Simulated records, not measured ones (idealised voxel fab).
process module | voxel local oxidation
cross-section cut | 250 nm wide | cells 5 nm
A cross-section is a grid of square cells, given in bands from the top down. A band is one or more rows of cells.
Each band's line starts with the height of the band's top and of its bottom, in nm. Then come its materials from left to right, each with its width in nm. One material with "throughout" fills the band from edge to edge. "air" is empty space.
Height 0 is the level under which the wafer as received is all one material. The lowest band goes on downwards, as in "0 down".
A width such as "30 to 40" changes by the same amount from each row of cells to the next, from the band's top row to its bottom row.
"no change" after a step means that no cell of the cross-section changed.
closed voids: empty space of 8 cells or more with no open way to the top, each as width x height at its distance from the left edge, in nm
after a step's settings: what the simulator itself notes on the step
overlay nm, on a step with a mask: how far to the right of its planned place the mask lay; to the left if negative
plan
1 op RECEIVE | material Si
2 op OXIDIZE | depth nm 5
3 op CONFORMAL_DEP | material SiN | thk nm 10
4 op DIRECTIONAL_DEP | material aC | thk nm 10
5 op PATTERN | tone cover | mask id ACTIVE | material resist | width nm 90 | thk nm 25 | overlay nm 0
6 op DIRECTIONAL_ETCH | etch materials aC | depth nm 10
7 op STRIP | etch materials resist
8 op DIRECTIONAL_ETCH | etch materials SiN | depth nm 10
9 op STRIP | etch materials aC
10 op SELECTIVE_ETCH | etch materials SiO2 | depth nm 5
11 op OXIDIZE | depth nm 10
12 op STRIP | etch materials SiN
as received, after step 1
  0 down: Si throughout
  closed voids: none
first wafer at the end, as planned
  0 to -5: air 85 | SiO2 80 | air 85
  -5 to -15: SiO2 95 | Si 60 | SiO2 95
  -15 down: Si throughout
  closed voids: none
second wafer at the end: like start, like plan, one mistake
  0 to -5: air 75 | SiO2 80 | air 95
  -5 to -15: SiO2 85 | Si 60 | SiO2 105
  -15 down: Si throughout
  closed voids: none
what went wrong: step 5 ran as: op PATTERN | tone cover | mask id ACTIVE | material resist | width nm 90 | thk nm 25 | overlay nm -10
at the end the second wafer has, in cells: as many of each material as the first, in other places
